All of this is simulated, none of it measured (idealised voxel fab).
process module | voxel self aligned contacts
cross-section cut | 280 nm wide | cells 5 nm
A cross-section is a grid of square cells, given in bands from the top down. A band is one or more rows of cells.
Each band's line starts with the height of the band's top and of its bottom, in nm. Then come its materials from left to right, each with its width in nm. One material with "throughout" fills the band from edge to edge. "air" is empty space.
Height 0 is the level under which the wafer as received is all one material. The lowest band goes on downwards, as in "0 down".
A width such as "30 to 40" changes by the same amount from each row of cells to the next, from the band's top row to its bottom row.
"no change" after a step means that no cell of the cross-section changed.
closed voids: empty space of 8 cells or more with no open way to the top, each as width x height at its distance from the left edge, in nm
after a step's settings: what the simulator itself notes on the step
overlay nm, on a step with a mask: how far to the right of its planned place the mask lay; to the left if negative
plan
1 op RECEIVE | material Si
2 op CONFORMAL_DEP | material SiO2 | thk nm 5
3 op DIRECTIONAL_DEP | material polySi | thk nm 25
4 op DIRECTIONAL_DEP | material SiN | thk nm 20
5 op DIRECTIONAL_DEP | material aC | thk nm 10
6 op PATTERN | tone cover | mask id GATE | material resist | width nm 35 | pitch nm 70 | thk nm 25 | overlay nm 0
7 op DIRECTIONAL_ETCH | etch materials aC | depth nm 10
8 op STRIP | etch materials resist
9 op DIRECTIONAL_ETCH | etch materials SiN | depth nm 20
10 op DIRECTIONAL_ETCH | etch materials polySi | depth nm 25
11 op STRIP | etch materials aC
12 op CONFORMAL_DEP | material SiN | thk nm 5
13 op DIRECTIONAL_ETCH | etch materials SiN | depth nm 5
14 op FILL_DEP | material SiO2 | thk nm 10
15 op CMP | height nm 55
16 op DIRECTIONAL_DEP | material aC | thk nm 10
17 op PATTERN | tone open | mask id CONTACT | material resist | width nm 55 | pitch nm 70 | thk nm 25 | overlay nm 0
18 op DIRECTIONAL_ETCH | etch materials aC | depth nm 10
19 op STRIP | etch materials resist
20 op DIRECTIONAL_ETCH | etch materials SiO2 | depth nm 55
21 op STRIP | etch materials aC
22 op CONFORMAL_DEP | material TiN | thk nm 5
23 op FILL_DEP | material Ru | thk nm 10
24 op CMP | height nm 55
25 op CONFORMAL_DEP | material SiN | thk nm 5
first wafer, as planned
as received, after step 1
  0 down: Si throughout
  closed voids: none
after step 2
  5 to 0: SiO2 throughout
  below 0: unchanged
after step 3
  30 to 5: polySi throughout
  below 5: unchanged
after step 4
  50 to 30: SiN throughout
  below 30: unchanged
after step 5
  60 to 50: aC throughout
  below 50: unchanged
after step 6
  85 to 60: air 50 | resist 35 | air 35 | resist 35 | air 35 | resist 35 | air 55
  below 60: unchanged
after step 7
  75 to 60: air 50 | resist 35 | air 35 | resist 35 | air 35 | resist 35 | air 55
  60 to 50: air 50 | aC 35 | air 35 | aC 35 | air 35 | aC 35 | air 55
  below 50: unchanged
after step 8
  60 to 50: air 50 | aC 35 | air 35 | aC 35 | air 35 | aC 35 | air 55
  below 50: unchanged
after step 9
  60 to 50: air 50 | aC 35 | air 35 | aC 35 | air 35 | aC 35 | air 55
  50 to 30: air 50 | SiN 35 | air 35 | SiN 35 | air 35 | SiN 35 | air 55
  below 30: unchanged
after step 10
  60 to 50: air 50 | aC 35 | air 35 | aC 35 | air 35 | aC 35 | air 55
  50 to 30: air 50 | SiN 35 | air 35 | SiN 35 | air 35 | SiN 35 | air 55
  30 to 5: air 50 | polySi 35 | air 35 | polySi 35 | air 35 | polySi 35 | air 55
  below 5: unchanged
after step 11
  50 to 30: air 50 | SiN 35 | air 35 | SiN 35 | air 35 | SiN 35 | air 55
  below 30: unchanged
after step 12
  55 to 30: air 45 | SiN 45 | air 25 | SiN 45 | air 25 | SiN 45 | air 50
  30 to 10: air 45 | SiN 5 | polySi 35 | SiN 5 | air 25 | SiN 5 | polySi 35 | SiN 5 | air 25 | SiN 5 | polySi 35 | SiN 5 | air 50
  10 to 5: SiN 50 | polySi 35 | SiN 35 | polySi 35 | SiN 35 | polySi 35 | SiN 55
  below 5: unchanged
after step 13
  50 to 30: air 45 | SiN 45 | air 25 | SiN 45 | air 25 | SiN 45 | air 50
  30 to 5: air 45 | SiN 5 | polySi 35 | SiN 5 | air 25 | SiN 5 | polySi 35 | SiN 5 | air 25 | SiN 5 | polySi 35 | SiN 5 | air 50
  below 5: unchanged
after step 14
  60 to 50: SiO2 throughout
  50 to 30: SiO2 45 | SiN 45 | SiO2 25 | SiN 45 | SiO2 25 | SiN 45 | SiO2 50
  30 to 5: SiO2 45 | SiN 5 | polySi 35 | SiN 5 | SiO2 25 | SiN 5 | polySi 35 | SiN 5 | SiO2 25 | SiN 5 | polySi 35 | SiN 5 | SiO2 50
  below 5: unchanged
after step 15
  55 to 50: SiO2 throughout
  below 50: unchanged
after step 16
  65 to 55: aC throughout
  below 55: unchanged
after step 17
  90 to 65: resist 75 | air 55 | resist 15 | air 55 | resist 80
  below 65: unchanged
after step 18
  80 to 65: resist 75 | air 55 | resist 15 | air 55 | resist 80
  65 to 55: aC 75 | air 55 | aC 15 | air 55 | aC 80
  below 55: unchanged
after step 19
  65 to 55: aC 75 | air 55 | aC 15 | air 55 | aC 80
  below 55: unchanged
after step 20
  65 to 55: aC 75 | air 55 | aC 15 | air 55 | aC 80
  55 to 50: SiO2 75 | air 55 | SiO2 15 | air 55 | SiO2 80
  50 to 30: SiO2 45 | SiN 45 | air 25 | SiN 45 | air 25 | SiN 45 | SiO2 50
  30 to 5: SiO2 45 | SiN 5 | polySi 35 | SiN 5 | air 25 | SiN 5 | polySi 35 | SiN 5 | air 25 | SiN 5 | polySi 35 | SiN 5 | SiO2 50
  5 to 0: SiO2 90 | air 25 | SiO2 45 | air 25 | SiO2 95
  below 0: unchanged
after step 21
  55 to 50: SiO2 75 | air 55 | SiO2 15 | air 55 | SiO2 80
  below 50: unchanged
after step 22
  60 to 55: TiN 80 | air 45 | TiN 25 | air 45 | TiN 85
  55 to 50: SiO2 75 | TiN 20 | air 15 | TiN 20 | SiO2 15 | TiN 20 | air 15 | TiN 20 | SiO2 80
  50 to 30: SiO2 45 | SiN 45 | TiN 5 | air 15 | TiN 5 | SiN 45 | TiN 5 | air 15 | TiN 5 | SiN 45 | SiO2 50
  30 to 5: SiO2 45 | SiN 5 | polySi 35 | SiN 5 | TiN 5 | air 15 | TiN 5 | SiN 5 | polySi 35 | SiN 5 | TiN 5 | air 15 | TiN 5 | SiN 5 | polySi 35 | SiN 5 | SiO2 50
  5 to 0: SiO2 90 | TiN 25 | SiO2 45 | TiN 25 | SiO2 95
  below 0: unchanged
after step 23
  70 to 60: Ru throughout
  60 to 55: TiN 80 | Ru 45 | TiN 25 | Ru 45 | TiN 85
  55 to 50: SiO2 75 | TiN 20 | Ru 15 | TiN 20 | SiO2 15 | TiN 20 | Ru 15 | TiN 20 | SiO2 80
  50 to 30: SiO2 45 | SiN 45 | TiN 5 | Ru 15 | TiN 5 | SiN 45 | TiN 5 | Ru 15 | TiN 5 | SiN 45 | SiO2 50
  30 to 5: SiO2 45 | SiN 5 | polySi 35 | SiN 5 | TiN 5 | Ru 15 | TiN 5 | SiN 5 | polySi 35 | SiN 5 | TiN 5 | Ru 15 | TiN 5 | SiN 5 | polySi 35 | SiN 5 | SiO2 50
  below 5: unchanged
after step 24
  55 to 50: SiO2 75 | TiN 20 | Ru 15 | TiN 20 | SiO2 15 | TiN 20 | Ru 15 | TiN 20 | SiO2 80
  below 50: unchanged
after step 25
  60 to 55: SiN throughout
  below 55: unchanged
second wafer: like start, like plan, one mistake. Through step 11 it matches the first wafer
when step 12 should have ended
  45 to 30: air 50 | SiN 35 | air 35 | SiN 35 | air 35 | SiN 35 | air 55
  below 30: unchanged
when step 13 should have ended
  50 to 30: air 45 | SiN 45 | air 25 | SiN 45 | air 25 | SiN 45 | air 50
  30 to 10: air 45 | SiN 5 | polySi 35 | SiN 5 | air 25 | SiN 5 | polySi 35 | SiN 5 | air 25 | SiN 5 | polySi 35 | SiN 5 | air 50
  10 to 5: SiN 50 | polySi 35 | SiN 35 | polySi 35 | SiN 35 | polySi 35 | SiN 55
  below 5: unchanged
when step 14 should have ended
  60 to 50: SiO2 throughout
  50 to 30: SiO2 45 | SiN 45 | SiO2 25 | SiN 45 | SiO2 25 | SiN 45 | SiO2 50
  30 to 10: SiO2 45 | SiN 5 | polySi 35 | SiN 5 | SiO2 25 | SiN 5 | polySi 35 | SiN 5 | SiO2 25 | SiN 5 | polySi 35 | SiN 5 | SiO2 50
  below 10: unchanged
when step 15 should have ended
  55 to 50: SiO2 throughout
  below 50: unchanged
when step 16 should have ended
  65 to 55: aC throughout
  below 55: unchanged
when step 17 should have ended
  90 to 65: resist 75 | air 55 | resist 15 | air 55 | resist 80
  below 65: unchanged
when step 18 should have ended
  80 to 65: resist 75 | air 55 | resist 15 | air 55 | resist 80
  65 to 55: aC 75 | air 55 | aC 15 | air 55 | aC 80
  below 55: unchanged
when step 19 should have ended
  65 to 55: aC 75 | air 55 | aC 15 | air 55 | aC 80
  below 55: unchanged
when step 20 should have ended
  65 to 55: aC 75 | air 55 | aC 15 | air 55 | aC 80
  55 to 50: SiO2 75 | air 55 | SiO2 15 | air 55 | SiO2 80
  50 to 30: SiO2 45 | SiN 45 | air 25 | SiN 45 | air 25 | SiN 45 | SiO2 50
  30 to 10: SiO2 45 | SiN 5 | polySi 35 | SiN 5 | air 25 | SiN 5 | polySi 35 | SiN 5 | air 25 | SiN 5 | polySi 35 | SiN 5 | SiO2 50
  below 10: unchanged
when step 21 should have ended
  55 to 50: SiO2 75 | air 55 | SiO2 15 | air 55 | SiO2 80
  below 50: unchanged
when step 22 should have ended
  60 to 55: TiN 80 | air 45 | TiN 25 | air 45 | TiN 85
  55 to 50: SiO2 75 | TiN 20 | air 15 | TiN 20 | SiO2 15 | TiN 20 | air 15 | TiN 20 | SiO2 80
  50 to 30: SiO2 45 | SiN 45 | TiN 5 | air 15 | TiN 5 | SiN 45 | TiN 5 | air 15 | TiN 5 | SiN 45 | SiO2 50
  30 to 15: SiO2 45 | SiN 5 | polySi 35 | SiN 5 | TiN 5 | air 15 | TiN 5 | SiN 5 | polySi 35 | SiN 5 | TiN 5 | air 15 | TiN 5 | SiN 5 | polySi 35 | SiN 5 | SiO2 50
  15 to 10: SiO2 45 | SiN 5 | polySi 35 | SiN 5 | TiN 25 | SiN 5 | polySi 35 | SiN 5 | TiN 25 | SiN 5 | polySi 35 | SiN 5 | SiO2 50
  below 10: unchanged
when step 23 should have ended
  70 to 60: Ru throughout
  60 to 55: TiN 80 | Ru 45 | TiN 25 | Ru 45 | TiN 85
  55 to 50: SiO2 75 | TiN 20 | Ru 15 | TiN 20 | SiO2 15 | TiN 20 | Ru 15 | TiN 20 | SiO2 80
  50 to 30: SiO2 45 | SiN 45 | TiN 5 | Ru 15 | TiN 5 | SiN 45 | TiN 5 | Ru 15 | TiN 5 | SiN 45 | SiO2 50
  30 to 15: SiO2 45 | SiN 5 | polySi 35 | SiN 5 | TiN 5 | Ru 15 | TiN 5 | SiN 5 | polySi 35 | SiN 5 | TiN 5 | Ru 15 | TiN 5 | SiN 5 | polySi 35 | SiN 5 | SiO2 50
  below 15: unchanged
when step 24 should have ended
  55 to 50: SiO2 75 | TiN 20 | Ru 15 | TiN 20 | SiO2 15 | TiN 20 | Ru 15 | TiN 20 | SiO2 80
  below 50: unchanged
when step 25 should have ended
  60 to 55: SiN throughout
  below 55: unchanged
what went wrong: steps 12 and 13 were swapped
at the end the second wafer has, in cells: 12 fewer of Ru | 29 more of SiN | 9 fewer of SiO2 | 8 fewer of TiN
